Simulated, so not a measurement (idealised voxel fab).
The process module that follows is named voxel transistor to metal.
In the cross-section labelled cut, the width is 275 nm and each square cell is 5 nm.
Cross-sections here: square-cell grids, written as top-down lists of bands, a band being one or more rows of cells. The entry gives the band's vertical extent as a top height and a bottom height in nm, then its horizontal make-up as materials from left to right, each with a width in nm. "blank" stands for empty space; a single material marked "edge to edge" fills the band edge to edge. Where do heights start? At 0: under that level the wafer as delivered is made of one material only. And the lowest band has no floor; it just carries on downward, as in "0 nm and below". When a width is written as two numbers, as in "30 to 40", the first number is the width in the top row of cells of the band and the second is the width in its bottom row, and the width changes by the same amount from each row to the next. When a step is marked "no modification", none of the cells in the cross-section changed during that step. The entry titled "Enclosed cavity list" provides the empty spaces that have no open way to the top, restricted to those of 8 cells or more. Each is presented as width x height at distance, the distance being measured from the left edge, with all three in nm. Where a step's line continues beyond its settings, the continuation is a remark by the simulator itself on that step. "overlay nm", when on a step's line for a step with a mask, measures how far to the right of its planned place the mask lay; a negative measure means to the left.
# Process steps foreseen in the plan
1,RECEIVE: material Si
2,OXIDIZE: depth nm 5
3,CONFORMAL_DEP: material SiN, thk nm 15
4,PATTERN: tone cover, mask id ACTIVE, material resist, width nm 100, pitch nm 125, thk nm 15, overlay nm 0
5,DIRECTIONAL_ETCH: etch materials SiN, depth nm 15
6,DIRECTIONAL_ETCH: etch materials SiO2, depth nm 5
7,DIRECTIONAL_ETCH: etch materials Si, depth nm 35
8,STRIP: etch materials resist
9,FILL_DEP: material SiO2, thk nm 10
10,CMP: height nm 15
11,SELECTIVE_ETCH: etch materials SiO2, depth nm 10
12,STRIP: etch materials SiN
13,SELECTIVE_ETCH: etch materials SiO2, depth nm 5
14,OXIDIZE: depth nm 5
15,DIRECTIONAL_DEP: material polySi, thk nm 30
16,DIRECTIONAL_DEP: material SiCN, thk nm 10
17,PATTERN: tone cover, mask id GATE, material resist, width nm 20, pitch nm 125, thk nm 15, overlay nm 0
18,DIRECTIONAL_ETCH: etch materials SiCN, depth nm 20
19,DIRECTIONAL_ETCH: etch materials polySi, depth nm 40
20,STRIP: etch materials resist
21,CONFORMAL_DEP: material SiO2, thk nm 5
22,DIRECTIONAL_ETCH: etch materials SiO2, depth nm 5
23,CONFORMAL_DEP: material SiN, thk nm 10
24,DIRECTIONAL_ETCH: etch materials SiN, depth nm 10
25,DIRECTIONAL_ETCH: etch materials SiO2, depth nm 5
26,EPI: material pSi, thk nm 5
27,FILL_DEP: material SiO2, thk nm 5
28,CMP: height nm 35
29,DIRECTIONAL_DEP: material SiO2, thk nm 15
30,PATTERN: tone open, mask id CONTACT, material resist, width nm 15, thk nm 20, overlay nm 0
31,DIRECTIONAL_ETCH: etch materials SiO2, depth nm 55
32,STRIP: etch materials resist
33,CONFORMAL_DEP: material TiN, thk nm 5
34,FILL_DEP: material Ru, thk nm 10
35,CMP: height nm 50
36,CONFORMAL_DEP: material SiN, thk nm 5
37,DIRECTIONAL_DEP: material SiO2, thk nm 15
38,MASKED_ETCH: tone open, mask id METAL_1, width nm 15, etch materials SiO2, depth nm 15, overlay nm 0
39,MASKED_ETCH: tone open, mask id METAL_1, width nm 15, etch materials SiN, depth nm 5, overlay nm -15
40,CONFORMAL_DEP: material TiN, thk nm 5
41,FILL_DEP: material Cu, thk nm 10
42,CMP: height nm 70
43,EPI: material Ru, thk nm 5
44,FILL_DEP: material SiCN, thk nm 5
45,DIRECTIONAL_DEP: material lowk, thk nm 35
46,DIRECTIONAL_DEP: material aC, thk nm 15
47,PATTERN: tone open, mask id METAL_2, material resist, width nm 15, pitch nm 125, thk nm 35, overlay nm 0
48,DIRECTIONAL_ETCH: etch materials aC, depth nm 15
49,STRIP: etch materials resist
50,DIRECTIONAL_ETCH: etch materials lowk, depth nm 20
51,STRIP: etch materials aC
52,PATTERN: tone open, mask id METAL_2_HOLES, material resist, width nm 15, pitch nm 125, thk nm 15, overlay nm 0
53,DIRECTIONAL_ETCH: etch materials lowk, depth nm 15
54,DIRECTIONAL_ETCH: etch materials SiCN, depth nm 5
55,STRIP: etch materials resist
56,CONFORMAL_DEP: material TiN, thk nm 5
57,FILL_DEP: material Cu, thk nm 5
58,CMP: height nm 115
59,CONFORMAL_DEP: material SiN, thk nm 5
For this document, wafers share an identical start and vary in the step 39 overlay nm; the plan quotes the first wafer's value.
# Sectional view: first of several wafers, as received, after step 1
    0 nm and below | Si edge to edge
    Enclosed cavity list: none
# End-of-module cross-section, first of several wafers, after last step 59
    120 nm to 115 nm | SiN edge to edge
    115 nm to 80 nm | 30 nm lowk / 5 nm TiN / 5 nm Cu / 5 nm TiN / 110 nm lowk / 5 nm TiN / 5 nm Cu / 5 nm TiN / 105 nm lowk
    80 nm to 75 nm | 30 nm SiCN / 15 nm TiN / 110 nm SiCN / 15 nm TiN / 105 nm SiCN
    75 nm to 70 nm | 25 nm SiCN / 25 nm Ru / 50 nm SiCN / 25 nm Ru / 25 nm SiCN / 25 nm Ru / 50 nm SiCN / 25 nm Ru / 25 nm SiCN
    70 nm to 60 nm | 30 nm SiO2 / 5 nm TiN / 5 nm Cu / 5 nm TiN / 60 nm SiO2 / 5 nm TiN / 5 nm Cu / 5 nm TiN / 35 nm SiO2 / 5 nm TiN / 5 nm Cu / 5 nm TiN / 60 nm SiO2 / 5 nm TiN / 5 nm Cu / 5 nm TiN / 30 nm SiO2
    60 nm to 55 nm | 30 nm SiO2 / 15 nm TiN / 60 nm SiO2 / 15 nm TiN / 35 nm SiO2 / 15 nm TiN / 60 nm SiO2 / 15 nm TiN / 30 nm SiO2
    55 nm to 50 nm | SiN edge to edge
    50 nm to 35 nm | 30 nm SiO2 / 5 nm TiN / 5 nm Ru / 5 nm TiN / 60 nm SiO2 / 5 nm TiN / 5 nm Ru / 5 nm TiN / 35 nm SiO2 / 5 nm TiN / 5 nm Ru / 5 nm TiN / 60 nm SiO2 / 5 nm TiN / 5 nm Ru / 5 nm TiN / 30 nm SiO2
    35 nm to 25 nm | 30 nm SiO2 / 5 nm TiN / 5 nm Ru / 5 nm TiN / 5 nm SiO2 / 10 nm SiN / 5 nm SiO2 / 20 nm SiCN / 5 nm SiO2 / 10 nm SiN / 5 nm SiO2 / 5 nm TiN / 5 nm Ru / 5 nm TiN / 35 nm SiO2 / 5 nm TiN / 5 nm Ru / 5 nm TiN / 5 nm SiO2 / 10 nm SiN / 5 nm SiO2 / 20 nm SiCN / 5 nm SiO2 / 10 nm SiN / 5 nm SiO2 / 5 nm TiN / 5 nm Ru / 5 nm TiN / 30 nm SiO2
    25 nm to 5 nm | 30 nm SiO2 / 5 nm TiN / 5 nm Ru / 5 nm TiN / 5 nm SiO2 / 10 nm SiN / 5 nm SiO2 / 20 nm polySi / 5 nm SiO2 / 10 nm SiN / 5 nm SiO2 / 5 nm TiN / 5 nm Ru / 5 nm TiN / 35 nm SiO2 / 5 nm TiN / 5 nm Ru / 5 nm TiN / 5 nm SiO2 / 10 nm SiN / 5 nm SiO2 / 20 nm polySi / 5 nm SiO2 / 10 nm SiN / 5 nm SiO2 / 5 nm TiN / 5 nm Ru / 5 nm TiN / 30 nm SiO2
    5 nm to 0 nm | 30 nm SiO2 / 15 nm TiN / 5 nm SiO2 / 10 nm SiN / 5 nm SiO2 / 20 nm polySi / 5 nm SiO2 / 10 nm SiN / 5 nm SiO2 / 15 nm TiN / 35 nm SiO2 / 15 nm TiN / 5 nm SiO2 / 10 nm SiN / 5 nm SiO2 / 20 nm polySi / 5 nm SiO2 / 10 nm SiN / 5 nm SiO2 / 15 nm TiN / 30 nm SiO2
    0 nm to -5 nm | 25 nm SiO2 / 10 nm SiN / 10 nm TiN / 5 nm SiO2 / 10 nm SiN / 5 nm SiO2 / 20 nm polySi / 5 nm SiO2 / 10 nm SiN / 5 nm SiO2 / 10 nm TiN / 10 nm SiN / 25 nm SiO2 / 10 nm SiN / 10 nm TiN / 5 nm SiO2 / 10 nm SiN / 5 nm SiO2 / 20 nm polySi / 5 nm SiO2 / 10 nm SiN / 5 nm SiO2 / 10 nm TiN / 10 nm SiN / 25 nm SiO2
    -5 nm to -10 nm | 35 nm SiO2 / 15 nm pSi / 50 nm SiO2 / 15 nm pSi / 45 nm SiO2 / 15 nm pSi / 50 nm SiO2 / 15 nm pSi / 35 nm SiO2
    -10 nm to -40 nm | 25 nm SiO2 / 100 nm Si / 25 nm SiO2 / 100 nm Si / 25 nm SiO2
    -40 nm and below | Si edge to edge
    Enclosed cavity list: none
# Sectional view of the last wafer upon completion of the module
    120 nm to 115 nm | SiN edge to edge
    115 nm to 80 nm | 30 nm lowk / 5 nm TiN / 5 nm Cu / 5 nm TiN / 110 nm lowk / 5 nm TiN / 5 nm Cu / 5 nm TiN / 105 nm lowk
    80 nm to 75 nm | 30 nm SiCN / 15 nm TiN / 110 nm SiCN / 15 nm TiN / 105 nm SiCN
    75 nm to 70 nm | 25 nm SiCN / 25 nm Ru / 50 nm SiCN / 25 nm Ru / 25 nm SiCN / 25 nm Ru / 50 nm SiCN / 25 nm Ru / 25 nm SiCN
    70 nm to 60 nm | 30 nm SiO2 / 5 nm TiN / 5 nm Cu / 5 nm TiN / 60 nm SiO2 / 5 nm TiN / 5 nm Cu / 5 nm TiN / 35 nm SiO2 / 5 nm TiN / 5 nm Cu / 5 nm TiN / 60 nm SiO2 / 5 nm TiN / 5 nm Cu / 5 nm TiN / 30 nm SiO2
    60 nm to 55 nm | 30 nm SiO2 / 15 nm TiN / 60 nm SiO2 / 15 nm TiN / 35 nm SiO2 / 15 nm TiN / 60 nm SiO2 / 15 nm TiN / 30 nm SiO2
    55 nm to 50 nm | SiN edge to edge
    50 nm to 35 nm | 30 nm SiO2 / 5 nm TiN / 5 nm Ru / 5 nm TiN / 60 nm SiO2 / 5 nm TiN / 5 nm Ru / 5 nm TiN / 35 nm SiO2 / 5 nm TiN / 5 nm Ru / 5 nm TiN / 60 nm SiO2 / 5 nm TiN / 5 nm Ru / 5 nm TiN / 30 nm SiO2
    35 nm to 25 nm | 30 nm SiO2 / 5 nm TiN / 5 nm Ru / 5 nm TiN / 5 nm SiO2 / 10 nm SiN / 5 nm SiO2 / 20 nm SiCN / 5 nm SiO2 / 10 nm SiN / 5 nm SiO2 / 5 nm TiN / 5 nm Ru / 5 nm TiN / 35 nm SiO2 / 5 nm TiN / 5 nm Ru / 5 nm TiN / 5 nm SiO2 / 10 nm SiN / 5 nm SiO2 / 20 nm SiCN / 5 nm SiO2 / 10 nm SiN / 5 nm SiO2 / 5 nm TiN / 5 nm Ru / 5 nm TiN / 30 nm SiO2
    25 nm to 5 nm | 30 nm SiO2 / 5 nm TiN / 5 nm Ru / 5 nm TiN / 5 nm SiO2 / 10 nm SiN / 5 nm SiO2 / 20 nm polySi / 5 nm SiO2 / 10 nm SiN / 5 nm SiO2 / 5 nm TiN / 5 nm Ru / 5 nm TiN / 35 nm SiO2 / 5 nm TiN / 5 nm Ru / 5 nm TiN / 5 nm SiO2 / 10 nm SiN / 5 nm SiO2 / 20 nm polySi / 5 nm SiO2 / 10 nm SiN / 5 nm SiO2 / 5 nm TiN / 5 nm Ru / 5 nm TiN / 30 nm SiO2
    5 nm to 0 nm | 30 nm SiO2 / 15 nm TiN / 5 nm SiO2 / 10 nm SiN / 5 nm SiO2 / 20 nm polySi / 5 nm SiO2 / 10 nm SiN / 5 nm SiO2 / 15 nm TiN / 35 nm SiO2 / 15 nm TiN / 5 nm SiO2 / 10 nm SiN / 5 nm SiO2 / 20 nm polySi / 5 nm SiO2 / 10 nm SiN / 5 nm SiO2 / 15 nm TiN / 30 nm SiO2
    0 nm to -5 nm | 25 nm SiO2 / 10 nm SiN / 10 nm TiN / 5 nm SiO2 / 10 nm SiN / 5 nm SiO2 / 20 nm polySi / 5 nm SiO2 / 10 nm SiN / 5 nm SiO2 / 10 nm TiN / 10 nm SiN / 25 nm SiO2 / 10 nm SiN / 10 nm TiN / 5 nm SiO2 / 10 nm SiN / 5 nm SiO2 / 20 nm polySi / 5 nm SiO2 / 10 nm SiN / 5 nm SiO2 / 10 nm TiN / 10 nm SiN / 25 nm SiO2
    -5 nm to -10 nm | 35 nm SiO2 / 15 nm pSi / 50 nm SiO2 / 15 nm pSi / 45 nm SiO2 / 15 nm pSi / 50 nm SiO2 / 15 nm pSi / 35 nm SiO2
    -10 nm to -40 nm | 25 nm SiO2 / 100 nm Si / 25 nm SiO2 / 100 nm Si / 25 nm SiO2
    -40 nm and below | Si edge to edge
    Enclosed cavity list: none
# Rows = wafers. At module end, each row lists per material the cells gained (+) or lost (-) since the wafer was received, then the closed voids
overlay nm -15 | +22 Cu | +56 Ru | -200 Si | +100 SiCN | +182 SiN | +603 SiO2 | +154 TiN | +343 lowk | +12 pSi | +48 polySi | Enclosed cavity list: none
overlay nm -10 | +22 Cu | +56 Ru | -200 Si | +100 SiCN | +178 SiN | +603 SiO2 | +158 TiN | +343 lowk | +12 pSi | +48 polySi | Enclosed cavity list: none
overlay nm -5 | +22 Cu | +56 Ru | -200 Si | +100 SiCN | +174 SiN | +603 SiO2 | +162 TiN | +343 lowk | +12 pSi | +48 polySi | Enclosed cavity list: none
overlay nm 0 | +26 Cu | +56 Ru | -200 Si | +100 SiCN | +170 SiN | +603 SiO2 | +162 TiN | +343 lowk | +12 pSi | +48 polySi | Enclosed cavity list: none
overlay nm 5 | +22 Cu | +56 Ru | -200 Si | +100 SiCN | +174 SiN | +603 SiO2 | +162 TiN | +343 lowk | +12 pSi | +48 polySi | Enclosed cavity list: none
overlay nm 10 | +22 Cu | +56 Ru | -200 Si | +100 SiCN | +178 SiN | +603 SiO2 | +158 TiN | +343 lowk | +12 pSi | +48 polySi | Enclosed cavity list: none
overlay nm 15 | +22 Cu | +56 Ru | -200 Si | +100 SiCN | +182 SiN | +603 SiO2 | +154 TiN | +343 lowk | +12 pSi | +48 polySi | Enclosed cavity list: none
